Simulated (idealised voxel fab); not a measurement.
Presented below is a process module, voxel ribs on slabs.
For reference, the cross-section in this document is cut, with width 290 nm and square cells of 5 nm.
Throughout this document, each cross-section is represented as a grid of square cells and is presented as a sequence of bands enumerated from the top downward, where a band comprises one or more rows of cells.
Basically the band line says how high the top is and how high the bottom is, in nm, and then what's in it from left to right, every material with its width in nm. Empty space shows up as "blank", and if a single material carries "edge to edge" it runs the full band edge to edge.
Counting heights begins at 0, where everything beneath is, in the wafer as received, one material. The lowest band has no bottom; it goes on downwards, as "0 nm and below" shows.
Graded width ("30->40"): value in top row of band = first number; value in bottom row = second number; row-to-row change constant.
Where a step carries "changes: none", the cross-section came out of it unchanged, cell for cell.
Any empty space of 8 cells or more lacking an open way to the top shows up in "Completely sealed voids" as width x height at distance, distance from the left edge, in nm.
On a step's line, text after the settings is the simulator commenting on that step.
Among the settings permitted on a step's line is "overlay nm"; applied to a step with a mask, it specifies the extent to which the mask lay to the right of its planned position, whereas a negative figure signifies a position to the left.
This section lists the process steps that were planned:
1: RECEIVE,material Si
2: DIRECTIONAL_DEP,material SiO2,thk nm 20
3: DIRECTIONAL_DEP,material polySi,thk nm 15
4: DIRECTIONAL_DEP,material aC,thk nm 15
5: PATTERN,tone cover,mask id RIB,material resist,width nm 15,thk nm 30,overlay nm 0
6: DIRECTIONAL_ETCH,etch materials aC,depth nm 15
7: STRIP,etch materials resist
8: DIRECTIONAL_ETCH,etch materials polySi,depth nm 10
9: STRIP,etch materials aC
10: MASKED_ETCH,tone cover,mask id SLAB,width nm 45,etch materials polySi,depth nm 5,overlay nm 0
11: FILL_DEP,material SiO2,thk nm 25
12: CMP,height nm 55
13: DIRECTIONAL_DEP,material W,thk nm 10
14: DIRECTIONAL_DEP,material aC,thk nm 15
15: PATTERN,tone cover,mask id HEATER,material resist,width nm 25,thk nm 30,overlay nm 0
16: DIRECTIONAL_ETCH,etch materials aC,depth nm 15
17: STRIP,etch materials resist
18: DIRECTIONAL_ETCH,etch materials W,depth nm 10
19: STRIP,etch materials aC
20: CONFORMAL_DEP,material SiN,thk nm 5
Incoming wafer, cross-sectional view, post step 1:
* 0 nm and below: Si edge to edge
* Completely sealed voids: none
Here's the wafer cut in cross-section after the module, started and planned just like above, except one thing was done wrong in the run:
* 70 nm to 65 nm: 125 blank / 35 SiN / 130 blank
* 65 nm to 60 nm: 125 blank / 5 SiN / 25 W / 5 SiN / 130 blank
* 60 nm to 55 nm: 130 SiN / 25 W / 135 SiN
* 55 nm to 35 nm: SiO2 edge to edge
* 35 nm to 30 nm: 120 SiO2 / 15 polySi / 15 SiO2 / 15 polySi / 125 SiO2
* 30 nm to 25 nm: 135 polySi / 15 SiO2 / 140 polySi
* 25 nm to 20 nm: polySi edge to edge
* 20 nm to 0 nm: SiO2 edge to edge
* 0 nm and below: Si edge to edge
* Completely sealed voids: none
Deviation noted in wafer processing: so step 5 ended up running with a different setting than we planned, it ran as PATTERN,tone open,mask id RIB,material resist,width nm 15,thk nm 30,overlay nm 0
